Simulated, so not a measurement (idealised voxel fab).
Process module in this document: voxel self aligned vias
In the cross-section labelled cut, the width is 210 nm and each square cell is 5 nm.
For the purposes of this document, a cross-section shall be understood as a grid of square cells, specified as bands listed in top-to-bottom order, each band consisting of one or more rows of cells. Top, bottom (nm), then materials left to right with widths (nm); lone material tagged "throughout" fills the whole band edge to edge; "empty" = empty space. Convention: height 0 is the level below which the wafer, as received, is all one material. The lowest band does not terminate at the bottom but continues downward, represented as "0 and below". You'd read "30..40" like this: the band's top row of cells is as wide as the first number, its bottom row is as wide as the second, and going down, every row changes width by the same amount as the row before did. "no change occurred" -> step changed no cross-section cell. Under "Completely sealed voids" you'll find the enclosed gaps, the ones with no way out to the top, that are 8 cells or bigger; each reads width x height at distance, with distance counted from the left edge, everything in nm. Read whatever lies past the settings on a step's line as the simulator's own remark about the step. For masked steps, "overlay nm" on the step line gives how far right of plan the mask actually lay; a minus sign means it lay to the left.
These are the steps we planned for the process
1: RECEIVE, material Si
2: CONFORMAL_DEP, material SiO2, thk nm 15
3: CONFORMAL_DEP, material SiCN, thk nm 5
4: DIRECTIONAL_DEP, material lowk, thk nm 20
5: DIRECTIONAL_DEP, material aC, thk nm 10
6: PATTERN, tone open, mask id LINES, material resist, width nm 25, pitch nm 65, thk nm 25, overlay nm 0
7: DIRECTIONAL_ETCH, etch materials aC, depth nm 10
8: STRIP, etch materials resist
9: DIRECTIONAL_ETCH, etch materials lowk, depth nm 20
10: STRIP, etch materials aC
11: CONFORMAL_DEP, material TiN, thk nm 5
12: FILL_DEP, material Ru, thk nm 10
13: CMP, height nm 40
14: SELECTIVE_ETCH, etch materials W Ru TiN, depth nm 10
15: FILL_DEP, material SiN, thk nm 10
16: CMP, height nm 40
17: DIRECTIONAL_DEP, material lowk, thk nm 15
18: PATTERN, tone open, mask id VIAS, material resist, width nm 45, pitch nm 65, thk nm 15, overlay nm 0
19: DIRECTIONAL_ETCH, etch materials lowk, depth nm 15
20: DIRECTIONAL_ETCH, etch materials SiN, depth nm 10
21: STRIP, etch materials resist
22: CONFORMAL_DEP, material TiN, thk nm 5
23: FILL_DEP, material W, thk nm 5
24: CMP, height nm 55
25: CONFORMAL_DEP, material SiN, thk nm 5
Below: the first of two wafers, run as planned
Shown in cross-section is the wafer as received, that is, as it stands after step 1
	0 and below: Si throughout
	Completely sealed voids: none
The following cross-section depicts the wafer upon completion of step 2
	15 down to 0: SiO2 throughout
	Below 0, no change.
The following cross-section depicts the wafer upon completion of step 3
	20 down to 15: SiCN throughout
	Below 15, no change.
The following cross-section depicts the wafer upon completion of step 4
	40 down to 20: lowk throughout
	Below 20, no change.
The following cross-section depicts the wafer upon completion of step 5
	50 down to 40: aC throughout
	Below 40, no change.
The following cross-section depicts the wafer upon completion of step 6
	75 down to 50: resist 25 nm; empty 25 nm; resist 40 nm; empty 25 nm; resist 40 nm; empty 25 nm; resist 30 nm
	Below 50, no change.
The following cross-section depicts the wafer upon completion of step 7
	65 down to 50: resist 25 nm; empty 25 nm; resist 40 nm; empty 25 nm; resist 40 nm; empty 25 nm; resist 30 nm
	50 down to 40: aC 25 nm; empty 25 nm; aC 40 nm; empty 25 nm; aC 40 nm; empty 25 nm; aC 30 nm
	Below 40, no change.
The following cross-section depicts the wafer upon completion of step 8
	50 down to 40: aC 25 nm; empty 25 nm; aC 40 nm; empty 25 nm; aC 40 nm; empty 25 nm; aC 30 nm
	Below 40, no change.
The following cross-section depicts the wafer upon completion of step 9
	50 down to 40: aC 25 nm; empty 25 nm; aC 40 nm; empty 25 nm; aC 40 nm; empty 25 nm; aC 30 nm
	40 down to 20: lowk 25 nm; empty 25 nm; lowk 40 nm; empty 25 nm; lowk 40 nm; empty 25 nm; lowk 30 nm
	Below 20, no change.
The following cross-section depicts the wafer upon completion of step 10
	40 down to 20: lowk 25 nm; empty 25 nm; lowk 40 nm; empty 25 nm; lowk 40 nm; empty 25 nm; lowk 30 nm
	Below 20, no change.
The following cross-section depicts the wafer upon completion of step 11
	45 down to 40: TiN 30 nm; empty 15 nm; TiN 50 nm; empty 15 nm; TiN 50 nm; empty 15 nm; TiN 35 nm
	40 down to 25: lowk 25 nm; TiN 5 nm; empty 15 nm; TiN 5 nm; lowk 40 nm; TiN 5 nm; empty 15 nm; TiN 5 nm; lowk 40 nm; TiN 5 nm; empty 15 nm; TiN 5 nm; lowk 30 nm
	25 down to 20: lowk 25 nm; TiN 25 nm; lowk 40 nm; TiN 25 nm; lowk 40 nm; TiN 25 nm; lowk 30 nm
	Below 20, no change.
The following cross-section depicts the wafer upon completion of step 12
	55 down to 45: Ru throughout
	45 down to 40: TiN 30 nm; Ru 15 nm; TiN 50 nm; Ru 15 nm; TiN 50 nm; Ru 15 nm; TiN 35 nm
	40 down to 25: lowk 25 nm; TiN 5 nm; Ru 15 nm; TiN 5 nm; lowk 40 nm; TiN 5 nm; Ru 15 nm; TiN 5 nm; lowk 40 nm; TiN 5 nm; Ru 15 nm; TiN 5 nm; lowk 30 nm
	Below 25, no change.
The following cross-section depicts the wafer upon completion of step 13
	40 down to 25: lowk 25 nm; TiN 5 nm; Ru 15 nm; TiN 5 nm; lowk 40 nm; TiN 5 nm; Ru 15 nm; TiN 5 nm; lowk 40 nm; TiN 5 nm; Ru 15 nm; TiN 5 nm; lowk 30 nm
	Below 25, no change.
The following cross-section depicts the wafer upon completion of step 14
	40 down to 30: lowk 25 nm; empty 25 nm; lowk 40 nm; empty 25 nm; lowk 40 nm; empty 25 nm; lowk 30 nm
	Below 30, no change.
The following cross-section depicts the wafer upon completion of step 15
	50 down to 40: SiN throughout
	40 down to 30: lowk 25 nm; SiN 25 nm; lowk 40 nm; SiN 25 nm; lowk 40 nm; SiN 25 nm; lowk 30 nm
	Below 30, no change.
The following cross-section depicts the wafer upon completion of step 16
	40 down to 30: lowk 25 nm; SiN 25 nm; lowk 40 nm; SiN 25 nm; lowk 40 nm; SiN 25 nm; lowk 30 nm
	Below 30, no change.
The following cross-section depicts the wafer upon completion of step 17
	55 down to 40: lowk throughout
	Below 40, no change.
The following cross-section depicts the wafer upon completion of step 18
	70 down to 55: resist 15 nm; empty 45 nm; resist 20 nm; empty 45 nm; resist 20 nm; empty 45 nm; resist 20 nm
	Below 55, no change.
The following cross-section depicts the wafer upon completion of step 19
	70 down to 55: resist 15 nm; empty 45 nm; resist 20 nm; empty 45 nm; resist 20 nm; empty 45 nm; resist 20 nm
	55 down to 40: lowk 15 nm; empty 45 nm; lowk 20 nm; empty 45 nm; lowk 20 nm; empty 45 nm; lowk 20 nm
	Below 40, no change.
The following cross-section depicts the wafer upon completion of step 20
	70 down to 55: resist 15 nm; empty 45 nm; resist 20 nm; empty 45 nm; resist 20 nm; empty 45 nm; resist 20 nm
	55 down to 40: lowk 15 nm; empty 45 nm; lowk 20 nm; empty 45 nm; lowk 20 nm; empty 45 nm; lowk 20 nm
	40 down to 30: lowk 25 nm; empty 25 nm; lowk 40 nm; empty 25 nm; lowk 40 nm; empty 25 nm; lowk 30 nm
	Below 30, no change.
The following cross-section depicts the wafer upon completion of step 21
	55 down to 40: lowk 15 nm; empty 45 nm; lowk 20 nm; empty 45 nm; lowk 20 nm; empty 45 nm; lowk 20 nm
	Below 40, no change.
The following cross-section depicts the wafer upon completion of step 22
	60 down to 55: TiN 20 nm; empty 35 nm; TiN 30 nm; empty 35 nm; TiN 30 nm; empty 35 nm; TiN 25 nm
	55 down to 45: lowk 15 nm; TiN 5 nm; empty 35 nm; TiN 5 nm; lowk 20 nm; TiN 5 nm; empty 35 nm; TiN 5 nm; lowk 20 nm; TiN 5 nm; empty 35 nm; TiN 5 nm; lowk 20 nm
	45 down to 35: lowk 15..25 nm; TiN 15..5 nm; empty 15 nm; TiN 15..5 nm; lowk 20..40 nm; TiN 15..5 nm; empty 15 nm; TiN 15..5 nm; lowk 20..40 nm; TiN 15..5 nm; empty 15 nm; TiN 15..5 nm; lowk 20..30 nm
	35 down to 30: lowk 25 nm; TiN 25 nm; lowk 40 nm; TiN 25 nm; lowk 40 nm; TiN 25 nm; lowk 30 nm
	Below 30, no change.
The following cross-section depicts the wafer upon completion of step 23
	65 down to 60: W throughout
	60 down to 55: TiN 20 nm; W 35 nm; TiN 30 nm; W 35 nm; TiN 30 nm; W 35 nm; TiN 25 nm
	55 down to 45: lowk 15 nm; TiN 5 nm; W 35 nm; TiN 5 nm; lowk 20 nm; TiN 5 nm; W 35 nm; TiN 5 nm; lowk 20 nm; TiN 5 nm; W 35 nm; TiN 5 nm; lowk 20 nm
	45 down to 35: lowk 15..25 nm; TiN 15..5 nm; W 15 nm; TiN 15..5 nm; lowk 20..40 nm; TiN 15..5 nm; W 15 nm; TiN 15..5 nm; lowk 20..40 nm; TiN 15..5 nm; W 15 nm; TiN 15..5 nm; lowk 20..30 nm
	Below 35, no change.
The following cross-section depicts the wafer upon completion of step 24
	55 down to 45: lowk 15 nm; TiN 5 nm; W 35 nm; TiN 5 nm; lowk 20 nm; TiN 5 nm; W 35 nm; TiN 5 nm; lowk 20 nm; TiN 5 nm; W 35 nm; TiN 5 nm; lowk 20 nm
	Below 45, no change.
The following cross-section depicts the wafer upon completion of step 25
	60 down to 55: SiN throughout
	Below 55, no change.
Second wafer. Start and plan as for the first. One mistake made in running. Agrees with the first up to and including step 18
Second wafer, sectioned view, at step 19's planned end time
	70 down to 55: resist 15 nm; empty 45 nm; resist 20 nm; empty 45 nm; resist 20 nm; empty 45 nm; resist 20 nm
	55 down to 40: lowk 15 nm; empty 45 nm; lowk 20 nm; empty 45 nm; lowk 20 nm; empty 45 nm; lowk 20 nm
	40 down to 30: lowk 15 nm; empty 10 nm; SiN 25 nm; empty 10 nm; lowk 20 nm; empty 10 nm; SiN 25 nm; empty 10 nm; lowk 20 nm; empty 10 nm; SiN 25 nm; empty 10 nm; lowk 20 nm
	30 down to 25: lowk 15 nm; empty 10 nm; TiN 5 nm; Ru 15 nm; TiN 5 nm; empty 10 nm; lowk 20 nm; empty 10 nm; TiN 5 nm; Ru 15 nm; TiN 5 nm; empty 10 nm; lowk 20 nm; empty 10 nm; TiN 5 nm; Ru 15 nm; TiN 5 nm; empty 10 nm; lowk 20 nm
	Below 25, no change.
Second wafer, sectioned view, at step 20's planned end time
	70 down to 55: resist 15 nm; empty 45 nm; resist 20 nm; empty 45 nm; resist 20 nm; empty 45 nm; resist 20 nm
	55 down to 30: lowk 15 nm; empty 45 nm; lowk 20 nm; empty 45 nm; lowk 20 nm; empty 45 nm; lowk 20 nm
	Below 30, no change.
Second wafer, sectioned view, at step 21's planned end time
	55 down to 30: lowk 15 nm; empty 45 nm; lowk 20 nm; empty 45 nm; lowk 20 nm; empty 45 nm; lowk 20 nm
	Below 30, no change.
Second wafer, sectioned view, at step 22's planned end time
	60 down to 55: TiN 20 nm; empty 35 nm; TiN 30 nm; empty 35 nm; TiN 30 nm; empty 35 nm; TiN 25 nm
	55 down to 35: lowk 15 nm; TiN 5 nm; empty 35 nm; TiN 5 nm; lowk 20 nm; TiN 5 nm; empty 35 nm; TiN 5 nm; lowk 20 nm; TiN 5 nm; empty 35 nm; TiN 5 nm; lowk 20 nm
	35 down to 30: lowk 15 nm; TiN 45 nm; lowk 20 nm; TiN 45 nm; lowk 20 nm; TiN 45 nm; lowk 20 nm
	30 down to 25: lowk 15 nm; TiN 15 nm; Ru 15 nm; TiN 15 nm; lowk 20 nm; TiN 15 nm; Ru 15 nm; TiN 15 nm; lowk 20 nm; TiN 15 nm; Ru 15 nm; TiN 15 nm; lowk 20 nm
	Below 25, no change.
Second wafer, sectioned view, at step 23's planned end time
	65 down to 60: W throughout
	60 down to 55: TiN 20 nm; W 35 nm; TiN 30 nm; W 35 nm; TiN 30 nm; W 35 nm; TiN 25 nm
	55 down to 35: lowk 15 nm; TiN 5 nm; W 35 nm; TiN 5 nm; lowk 20 nm; TiN 5 nm; W 35 nm; TiN 5 nm; lowk 20 nm; TiN 5 nm; W 35 nm; TiN 5 nm; lowk 20 nm
	Below 35, no change.
Second wafer, sectioned view, at step 24's planned end time
	55 down to 35: lowk 15 nm; TiN 5 nm; W 35 nm; TiN 5 nm; lowk 20 nm; TiN 5 nm; W 35 nm; TiN 5 nm; lowk 20 nm; TiN 5 nm; W 35 nm; TiN 5 nm; lowk 20 nm
	Below 35, no change.
Second wafer, sectioned view, at step 25's planned end time
	60 down to 55: SiN throughout
	Below 55, no change.
Error vs. plan: plan step 19 was twice executed
Final comparison by cell count, materials where the second wafer has more or fewer than the first: TiN: 12 more; W: 24 more; lowk: 36 fewer
